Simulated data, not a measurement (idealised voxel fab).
Title: Process Module voxel ribs on slabs
Displayed cross-section: cut, width of 295 nm, square cells sized 5 nm.
Cross-section, as written here: a square-cell grid given band by band from the top down, where a band holds one or more rows of cells. First you get the band's top height and its bottom height, in nm, and then the materials it's made of, left to right, with each width in nm. If you see a single material with "throughout", that one covers the band edge to edge. "blank" is empty space. For the purposes of this specification, 0 denotes the height below which the wafer in its as-received condition is composed wholly of one material, and the lowermost band, lacking a lower limit, extends downward without end, as expressed in "from 0 down". You'd read "30 to 40" like this: the band's top row of cells is as wide as the first number, its bottom row is as wide as the second, and going down, every row changes width by the same amount as the row before did. "nothing was modified" -> step changed no cross-section cell. "Non-vented voids" contains a list of empty spaces, each no smaller than 8 cells and without an open way to the top, written in the form width x height at distance with the distance from the left edge and all three in nm. It should be noted that, on the line of a given step, the content following the step's settings is a remark produced by the simulator itself with respect to that step. Each step line may optionally specify "overlay nm", which for a step with a mask gives the rightward distance between the mask's planned place and where it lay, a negative value indicating the leftward direction. Pairs, read this way: before one process step on the one hand, after it on the other, the after cross-section ending at the lowest band that changed; the step between, settings included, beneath. Same starting wafer throughout, but possibly different runs of this module, so no pair continues from the pair above unless its entry headed "Preceding state" says so.
Preceding state:
	from 60 to 45 = blank (135)  aC (15)  blank (145)
	from 45 to 30 = aC (135)  polySi (15)  aC (145)
	from 30 to 20 = polySi throughout
	from 20 to 0 = SiO2 throughout
	from 0 down = Si throughout
	Non-vented voids: none
Post-Step Snapshot:
	from 95 to 60 = blank (120)  resist (55)  blank (120)
	from 60 to 45 = blank (120)  resist (15)  aC (15)  resist (25)  blank (120)
	Rest of section, below 45: as before.
	Non-vented voids: none
What was done to get from the before section above to the after section? PATTERN: tone cover, mask id SLAB, material resist, width nm 55, thk nm 35, overlay nm 0
Preceding state: The cross-section prior to this step is the one presented after the step of the pair immediately above.
Post-Step Snapshot:
	from 80 to 60 = blank (120)  resist (55)  blank (120)
	from 60 to 45 = blank (120)  resist (15)  aC (15)  resist (25)  blank (120)
	from 45 to 30 = blank (120)  aC (15)  polySi (15)  aC (25)  blank (120)
	Rest of section, below 30: as before.
	Non-vented voids: none
What was done to get from the before section above to the after section? DIRECTIONAL_ETCH: etch materials aC, depth nm 15
Preceding state: The cross-section prior to this step is the one presented after the step of the pair immediately above.
Post-Step Snapshot:
	from 60 to 45 = blank (135)  aC (15)  blank (145)
	Rest of section, below 45: as before.
	Non-vented voids: none
What was done to get from the before section above to the after section? STRIP: etch materials resist
Preceding state: The cross-section prior to this step is the one presented after the step of the pair immediately above.
Post-Step Snapshot:
	from 60 to 45 = blank (135)  aC (15)  blank (145)
	from 45 to 30 = blank (120)  aC (15)  polySi (15)  aC (25)  blank (120)
	from 30 to 20 = blank (120)  polySi (55)  blank (120)
	Rest of section, below 20: as before.
	Non-vented voids: none
What was done to get from the before section above to the after section? DIRECTIONAL_ETCH: etch materials polySi, depth nm 10
Preceding state: The cross-section prior to this step is the one presented after the step of the pair immediately above.
Post-Step Snapshot:
	from 45 to 30 = blank (135)  polySi (15)  blank (145)
	Rest of section, below 30: as before.
	Non-vented voids: none
What was done to get from the before section above to the after section? STRIP: etch materials aC
Preceding state: The cross-section prior to this step is the one presented after the step of the pair immediately above.
Post-Step Snapshot:
	from 60 to 45 = SiO2 throughout
	from 45 to 30 = SiO2 (135)  polySi (15)  SiO2 (145)
	from 30 to 20 = SiO2 (120)  polySi (55)  SiO2 (120)
	Rest of section, below 20: as before.
	Non-vented voids: none
What was done to get from the before section above to the after section? FILL_DEP: material SiO2, thk nm 15
Preceding state: The cross-section prior to this step is the one presented after the step of the pair immediately above.
Post-Step Snapshot:
	from 55 to 45 = SiO2 throughout
	Rest of section, below 45: as before.
	Non-vented voids: none
What was done to get from the before section above to the after section? CMP: height nm 55
Preceding state: The cross-section prior to this step is the one presented after the step of the pair immediately above.
Post-Step Snapshot:
	from 65 to 55 = TiN throughout
	Rest of section, below 55: as before.
	Non-vented voids: none
What was done to get from the before section above to the after section? DIRECTIONAL_DEP: material TiN, thk nm 10
Preceding state: The cross-section prior to this step is the one presented after the step of the pair immediately above.
Post-Step Snapshot:
	from 85 to 65 = blank (135)  resist (25)  blank (135)
	Rest of section, below 65: as before.
	Non-vented voids: none
What was done to get from the before section above to the after section? PATTERN: tone cover, mask id HEATER, material resist, width nm 25, thk nm 20, overlay nm 0
Preceding state: The cross-section prior to this step is the one presented after the step of the pair immediately above.
Post-Step Snapshot:
	from 85 to 65 = blank (135)  resist (25)  blank (135)
	from 65 to 55 = blank (135)  TiN (25)  blank (135)
	Rest of section, below 55: as before.
	Non-vented voids: none
What was done to get from the before section above to the after section? DIRECTIONAL_ETCH: etch materials TiN, depth nm 10
Preceding state: The cross-section prior to this step is the one presented after the step of the pair immediately above.
Post-Step Snapshot:
	from 65 to 55 = blank (135)  TiN (25)  blank (135)
	Rest of section, below 55: as before.
	Non-vented voids: none
What was done to get from the before section above to the after section? STRIP: etch materials resist
Preceding state: The cross-section prior to this step is the one presented after the step of the pair immediately above.
Post-Step Snapshot:
	from 70 to 65 = blank (130)  SiO2 (35)  blank (130)
	from 65 to 60 = blank (130)  SiO2 (5)  TiN (25)  SiO2 (5)  blank (130)
	from 60 to 55 = SiO2 (135)  TiN (25)  SiO2 (135)
	Rest of section, below 55: as before.
	Non-vented voids: none
What was done to get from the before section above to the after section? CONFORMAL_DEP: material SiO2, thk nm 5
Preceding state:
	from 20 to 0 = SiO2 throughout
	from 0 down = Si throughout
	Non-vented voids: none
Post-Step Snapshot:
	from 45 to 0 = SiO2 throughout
	Rest of section, below 0: as before.
	Non-vented voids: none
What was done to get from the before section above to the after section? DIRECTIONAL_DEP: material SiO2, thk nm 25
Preceding state: The cross-section prior to this step is the one presented after the step of the pair immediately above.
Post-Step Snapshot:
	from 55 to 45 = aC throughout
	Rest of section, below 45: as before.
	Non-vented voids: none
What was done to get from the before section above to the after section? DIRECTIONAL_DEP: material aC, thk nm 10
Preceding state: The cross-section prior to this step is the one presented after the step of the pair immediately above.
Post-Step Snapshot:
	from 85 to 55 = blank (140)  resist (15)  blank (140)
	Rest of section, below 55: as before.
	Non-vented voids: none
What was done to get from the before section above to the after section? PATTERN: tone cover, mask id RIB, material resist, width nm 15, thk nm 30, overlay nm 0
Preceding state: The cross-section prior to this step is the one presented after the step of the pair immediately above.
Post-Step Snapshot:
	from 75 to 55 = blank (140)  resist (15)  blank (140)
	from 55 to 45 = blank (140)  aC (15)  blank (140)
	Rest of section, below 45: as before.
	Non-vented voids: none
What was done to get from the before section above to the after section? DIRECTIONAL_ETCH: etch materials aC, depth nm 10
Preceding state: The cross-section prior to this step is the one presented after the step of the pair immediately above.
Post-Step Snapshot:
	from 55 to 45 = blank (140)  aC (15)  blank (140)
	Rest of section, below 45: as before.
	Non-vented voids: none
What was done to get from the before section above to the after section? STRIP: etch materials resist
Preceding state: The cross-section prior to this step is the one presented after the step of the pair immediately above.
Post-Step Snapshot:
	from 45 to 0 = SiO2 throughout
	Rest of section, below 0: as before.
	Non-vented voids: none
What was done to get from the before section above to the after section? STRIP: etch materials aC
Preceding state: The cross-section prior to this step is the one presented after the step of the pair immediately above.
Post-Step Snapshot:
	from 60 to 45 = aC throughout
	Rest of section, below 45: as before.
	Non-vented voids: none
What was done to get from the before section above to the after section? DIRECTIONAL_DEP: material aC, thk nm 15
Preceding state: The cross-section prior to this step is the one presented after the step of the pair immediately above.
Post-Step Snapshot:
	from 95 to 60 = blank (120)  resist (55)  blank (120)
	Rest of section, below 60: as before.
	Non-vented voids: none
What was done to get from the before section above to the after section? PATTERN: tone cover, mask id SLAB, material resist, width nm 55, thk nm 35, overlay nm 0
Preceding state: The cross-section prior to this step is the one presented after the step of the pair immediately above.
Post-Step Snapshot:
	from 80 to 60 = blank (120)  resist (55)  blank (120)
	from 60 to 45 = blank (120)  aC (55)  blank (120)
	Rest of section, below 45: as before.
	Non-vented voids: none
What was done to get from the before section above to the after section? DIRECTIONAL_ETCH: etch materials aC, depth nm 15
Preceding state: The cross-section prior to this step is the one presented after the step of the pair immediately above.
Post-Step Snapshot:
	from 60 to 45 = blank (120)  aC (55)  blank (120)
	Rest of section, below 45: as before.
	Non-vented voids: none
What was done to get from the before section above to the after section? STRIP: etch materials resist
Preceding state: The cross-section prior to this step is the one presented after the step of the pair immediately above.
Post-Step Snapshot:
	from 45 to 0 = SiO2 throughout
	Rest of section, below 0: as before.
	Non-vented voids: none
What was done to get from the before section above to the after section? STRIP: etch materials aC
Preceding state: The cross-section prior to this step is the one presented after the step of the pair immediately above.
Post-Step Snapshot:
	from 60 to 0 = SiO2 throughout
	Rest of section, below 0: as before.
	Non-vented voids: none
What was done to get from the before section above to the after section? FILL_DEP: material SiO2, thk nm 15
Preceding state: The cross-section prior to this step is the one presented after the step of the pair immediately above.
Post-Step Snapshot:
	from 55 to 0 = SiO2 throughout
	Rest of section, below 0: as before.
	Non-vented voids: none
What was done to get from the before section above to the after section? CMP: height nm 55
Preceding state: The cross-section prior to this step is the one presented after the step of the pair immediately above.
Post-Step Snapshot:
	from 65 to 55 = TiN throughout
	Rest of section, below 55: as before.
	Non-vented voids: none
What was done to get from the before section above to the after section? DIRECTIONAL_DEP: material TiN, thk nm 10
Preceding state: The cross-section prior to this step is the one presented after the step of the pair immediately above.
Post-Step Snapshot:
	from 85 to 65 = blank (135)  resist (25)  blank (135)
	Rest of section, below 65: as before.
	Non-vented voids: none
What was done to get from the before section above to the after section? PATTERN: tone cover, mask id HEATER, material resist, width nm 25, thk nm 20, overlay nm 0
Preceding state: The cross-section prior to this step is the one presented after the step of the pair immediately above.
Post-Step Snapshot:
	from 85 to 65 = blank (135)  resist (25)  blank (135)
	from 65 to 55 = blank (135)  TiN (25)  blank (135)
	Rest of section, below 55: as before.
	Non-vented voids: none
What was done to get from the before section above to the after section? DIRECTIONAL_ETCH: etch materials TiN, depth nm 10
Preceding state: The cross-section prior to this step is the one presented after the step of the pair immediately above.
Post-Step Snapshot:
	from 65 to 55 = blank (135)  TiN (25)  blank (135)
	Rest of section, below 55: as before.
	Non-vented voids: none
What was done to get from the before section above to the after section? STRIP: etch materials resist
Preceding state: The cross-section prior to this step is the one presented after the step of the pair immediately above.
Post-Step Snapshot:
	from 70 to 65 = blank (130)  SiO2 (35)  blank (130)
	from 65 to 60 = blank (130)  SiO2 (5)  TiN (25)  SiO2 (5)  blank (130)
	from 60 to 55 = SiO2 (135)  TiN (25)  SiO2 (135)
	Rest of section, below 55: as before.
	Non-vented voids: none
What was done to get from the before section above to the after section? CONFORMAL_DEP: material SiO2, thk nm 5
Preceding state:
	from 65 to 55 = TiN throughout
	from 55 to 45 = SiO2 throughout
	from 45 to 30 = SiO2 (140)  polySi (15)  SiO2 (140)
	from 30 to 20 = SiO2 (120)  polySi (55)  SiO2 (120)
	from 20 to 0 = SiO2 throughout
	from 0 down = Si throughout
	Non-vented voids: none
Post-Step Snapshot:
	from 85 to 65 = resist (135)  blank (25)  resist (135)
	Rest of section, below 65: as before.
	Non-vented voids: none
What was done to get from the before section above to the after section? PATTERN: tone open, mask id HEATER, material resist, width nm 25, thk nm 20, overlay nm 0
Preceding state: The cross-section prior to this step is the one presented after the step of the pair immediately above.
Post-Step Snapshot:
	from 85 to 65 = resist (135)  blank (25)  resist (135)
	from 65 to 55 = TiN (135)  blank (25)  TiN (135)
	Rest of section, below 55: as before.
	Non-vented voids: none
What was done to get from the before section above to the after section? DIRECTIONAL_ETCH: etch materials TiN, depth nm 10
Preceding state: The cross-section prior to this step is the one presented after the step of the pair immediately above.
Post-Step Snapshot:
	from 65 to 55 = TiN (135)  blank (25)  TiN (135)
	Rest of section, below 55: as before.
	Non-vented voids: none
What was done to get from the before section above to the after section? STRIP: etch materials resist
Preceding state: The cross-section prior to this step is the one presented after the step of the pair immediately above.
Post-Step Snapshot:
	from 70 to 65 = SiO2 (140)  blank (15)  SiO2 (140)
	from 65 to 60 = TiN (135)  SiO2 (5)  blank (15)  SiO2 (5)  TiN (135)
	from 60 to 55 = TiN (135)  SiO2 (25)  TiN (135)
	Rest of section, below 55: as before.
	Non-vented voids: none
What was done to get from the before section above to the after section? CONFORMAL_DEP: material SiO2, thk nm 5
